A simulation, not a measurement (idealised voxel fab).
process module | voxel released beams
cross-section cut | 285 nm wide | cells 5 nm
A cross-section is a grid of square cells, given in bands from the top down. A band is one or more rows of cells.
Each band's line starts with the height of the band's top and of its bottom, in nm. Then come its materials from left to right, each with its width in nm. One material with "throughout" fills the band from edge to edge. "air" is empty space.
Height 0 is the level under which the wafer as received is all one material. The lowest band goes on downwards, as in "0 down".
A width such as "30 to 40" changes by the same amount from each row of cells to the next, from the band's top row to its bottom row.
"no change" after a step means that no cell of the cross-section changed.
closed voids: empty space of 8 cells or more with no open way to the top, each as width x height at its distance from the left edge, in nm
after a step's settings: what the simulator itself notes on the step
overlay nm, on a step with a mask: how far to the right of its planned place the mask lay; to the left if negative
plan
1 op RECEIVE | material Si
2 op CONFORMAL_DEP | material Al2O3 | thk nm 5
3 op DIRECTIONAL_DEP | material SiO2 | thk nm 20
4 op PATTERN | tone open | mask id ANCHOR | material resist | width nm 35 | thk nm 15 | overlay nm 0
5 op DIRECTIONAL_ETCH | etch materials SiO2 | depth nm 20
6 op STRIP | etch materials resist
7 op CONFORMAL_DEP | material W | thk nm 15
8 op MASKED_ETCH | tone cover | mask id BEAM | width nm 95 | etch materials W | depth nm 15 | overlay nm 0
9 op STRIP | etch materials SiO2
as received, after step 1
  0 down: Si throughout
  closed voids: none
a wafer at the end: this start, this plan, one mistake
  40 to 25: air 90 | W 55 | air 140
  25 to 20: air 80 | W 15 | SiO2 35 | W 15 | air 140
  20 to 5: air 80 | W 15 | SiO2 35 | W 55 | air 100
  5 to 0: Al2O3 throughout
  0 down: Si throughout
  closed voids: none
what went wrong: step 4 ran as: op PATTERN | tone cover | mask id ANCHOR | material resist | width nm 35 | thk nm 15 | overlay nm 0
